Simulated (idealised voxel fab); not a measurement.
Herein follows the process module entitled voxel gate over fins.
The cross-section on display is named cut; it measures 250 nm wide, and its cells are 5 nm squares.
Bands, listed from the top down, are how a cross-section gets written in this document; the cross-section itself is a grid of square cells, and a band is one or more rows of them. For a band, the entry starts with two heights in nm, that of the top and then that of the bottom, and carries on with the band's materials in order from left to right, each alongside its width in nm; the word "full width" beside a single material means it fills the band edge to edge, and "empty" means empty space. The reference from which all heights are counted is 0, the level beneath which the as-received wafer is entirely one material; the lowest band, having no lower bound, proceeds downward and is written after the example "top 0, no bottom". Per-row width for "30->40": begins at first number (top row of band), ends at second number (bottom row), increment between rows held constant. "no modifications" means the step left every cell of the cross-section as it was. "Encapsulated voids" lists enclosed empty spaces (at least 8 cells, no open path upward to the top), each as width x height at distance from the left edge, in nm. Past the settings on a step's line: simulator remark, on that step. "overlay nm" answers the question of how far to the right of plan the mask lay on a step that has a mask, and when it is negative the answer is to the left.

**Below is the list of planned process steps**
1 RECEIVE,material Si
2 CONFORMAL_DEP,material SiN,thk nm 10
3 DIRECTIONAL_DEP,material aC,thk nm 10
4 PATTERN,tone cover,mask id FINS,material resist,width nm 15,pitch nm 50,thk nm 25,overlay nm 0
5 DIRECTIONAL_ETCH,etch materials aC,depth nm 10
6 STRIP,etch materials resist
7 DIRECTIONAL_ETCH,etch materials SiN,depth nm 10
8 DIRECTIONAL_ETCH,etch materials Si,depth nm 35
9 STRIP,etch materials aC
10 FILL_DEP,material SiO2,thk nm 5
11 CMP,height nm 10
12 MASKED_ETCH,tone open,mask id RAIL,width nm 15,etch materials SiO2,depth nm 40,overlay nm 0
13 CONFORMAL_DEP,material TiN,thk nm 5
14 FILL_DEP,material Ru,thk nm 10
15 CMP,height nm 10
16 SELECTIVE_ETCH,etch materials W Ru TiN,depth nm 35
17 FILL_DEP,material SiO2,thk nm 5
18 CMP,height nm 10
19 SELECTIVE_ETCH,etch materials SiO2,depth nm 25
20 STRIP,etch materials SiN
21 CONFORMAL_DEP,material HfO2,thk nm 5
22 CONFORMAL_DEP,material TiN,thk nm 5
23 CONFORMAL_DEP,material TiAl,thk nm 5
24 CONFORMAL_DEP,material TiN,thk nm 5
25 FILL_DEP,material W,thk nm 10
26 CMP,height nm 25
27 CONFORMAL_DEP,material SiCN,thk nm 5
Where the wafers of this document differ is in the width nm of step 4; they start out the same, and the plan states the value that applied to the first wafer.

**The first of several wafers in cross-section, exactly as it reached us after step 1**
> top 0, no bottom | Si full width
> Encapsulated voids: none

**First of several wafers: cross-section at the end of the module, after step 27, its last step**
> top 30, bottom 25 | SiCN full width
> top 25, bottom 20 | W full width
> top 20, bottom 15 | W: 70 | TiN: 105 | W: 75
> top 15, bottom 10 | W: 70 | TiN: 5 | TiAl: 45 | TiN: 5 | TiAl: 45 | TiN: 5 | W: 75
> top 10, bottom 5 | W: 70 | TiN: 5 | TiAl: 5 | TiN: 35 | TiAl: 5 | TiN: 5 | TiAl: 5 | TiN: 35 | TiAl: 5 | TiN: 5 | W: 75
> top 5, bottom 0 | TiN: 75 | TiAl: 5 | TiN: 5 | HfO2: 25 | TiN: 5 | TiAl: 5 | TiN: 5 | TiAl: 5 | TiN: 5 | HfO2: 25 | TiN: 5 | TiAl: 5 | TiN: 80
> top 0, bottom -5 | TiAl: 80 | TiN: 5 | HfO2: 5 | Si: 15 | HfO2: 5 | TiN: 5 | TiAl: 15 | TiN: 5 | HfO2: 5 | Si: 15 | HfO2: 5 | TiN: 5 | TiAl: 85
> top -5, bottom -10 | TiN: 85 | HfO2: 5 | Si: 15 | HfO2: 5 | TiN: 25 | HfO2: 5 | Si: 15 | HfO2: 5 | TiN: 90
> top -10, bottom -15 | HfO2: 90 | Si: 15 | HfO2: 35 | Si: 15 | HfO2: 95
> top -15, bottom -25 | SiO2: 90 | Si: 15 | SiO2: 35 | Si: 15 | SiO2: 95
> top -25, bottom -30 | SiO2: 90 | Si: 15 | SiO2: 10 | TiN: 15 | SiO2: 10 | Si: 15 | SiO2: 95
> top -30, bottom -35 | SiO2: 90 | Si: 15 | SiO2: 35 | Si: 15 | SiO2: 95
> top -35, no bottom | Si full width
> Encapsulated voids: none

**Showing the last wafer in cross-section at the end of the module**
> top 30, bottom 25 | SiCN full width
> top 25, bottom 20 | W full width
> top 20, bottom 15 | W: 65 | TiN: 120 | W: 65
> top 15, bottom 10 | W: 65 | TiN: 5 | TiAl: 110 | TiN: 5 | W: 65
> top 10, bottom 5 | W: 65 | TiN: 5 | TiAl: 5 | TiN: 100 | TiAl: 5 | TiN: 5 | W: 65
> top 5, bottom 0 | TiN: 70 | TiAl: 5 | TiN: 5 | HfO2: 40 | TiN: 10 | HfO2: 40 | TiN: 5 | TiAl: 5 | TiN: 70
> top 0, bottom -5 | TiAl: 75 | TiN: 5 | HfO2: 5 | Si: 30 | HfO2: 5 | TiN: 10 | HfO2: 5 | Si: 30 | HfO2: 5 | TiN: 5 | TiAl: 75
> top -5, bottom -10 | TiN: 80 | HfO2: 5 | Si: 30 | HfO2: 5 | TiN: 10 | HfO2: 5 | Si: 30 | HfO2: 5 | TiN: 80
> top -10, bottom -15 | HfO2: 85 | Si: 30 | HfO2: 20 | Si: 30 | HfO2: 85
> top -15, bottom -25 | SiO2: 85 | Si: 30 | SiO2: 20 | Si: 30 | SiO2: 85
> top -25, bottom -30 | SiO2: 85 | Si: 30 | TiN: 15 | SiO2: 5 | Si: 30 | SiO2: 85
> top -30, bottom -35 | SiO2: 85 | Si: 30 | SiO2: 20 | Si: 30 | SiO2: 85
> top -35, no bottom | Si full width
> Encapsulated voids: none

**Every row in this table is a wafer at the end of the module, and it gives, for each of the materials, the cells that wafer has gained (+) or lost (-) since it was received, then its closed voids**
width nm 15, +62 HfO2, -308 Si, +50 SiCN, +173 SiO2, +62 TiAl, +124 TiN, +137 W, Encapsulated voids: none
width nm 20, +62 HfO2, -294 Si, +50 SiCN, +165 SiO2, +62 TiAl, +121 TiN, +134 W, Encapsulated voids: none
width nm 25, +62 HfO2, -280 Si, +50 SiCN, +157 SiO2, +59 TiAl, +121 TiN, +131 W, Encapsulated voids: none
width nm 30, +62 HfO2, -266 Si, +50 SiCN, +149 SiO2, +56 TiAl, +121 TiN, +128 W, Encapsulated voids: none
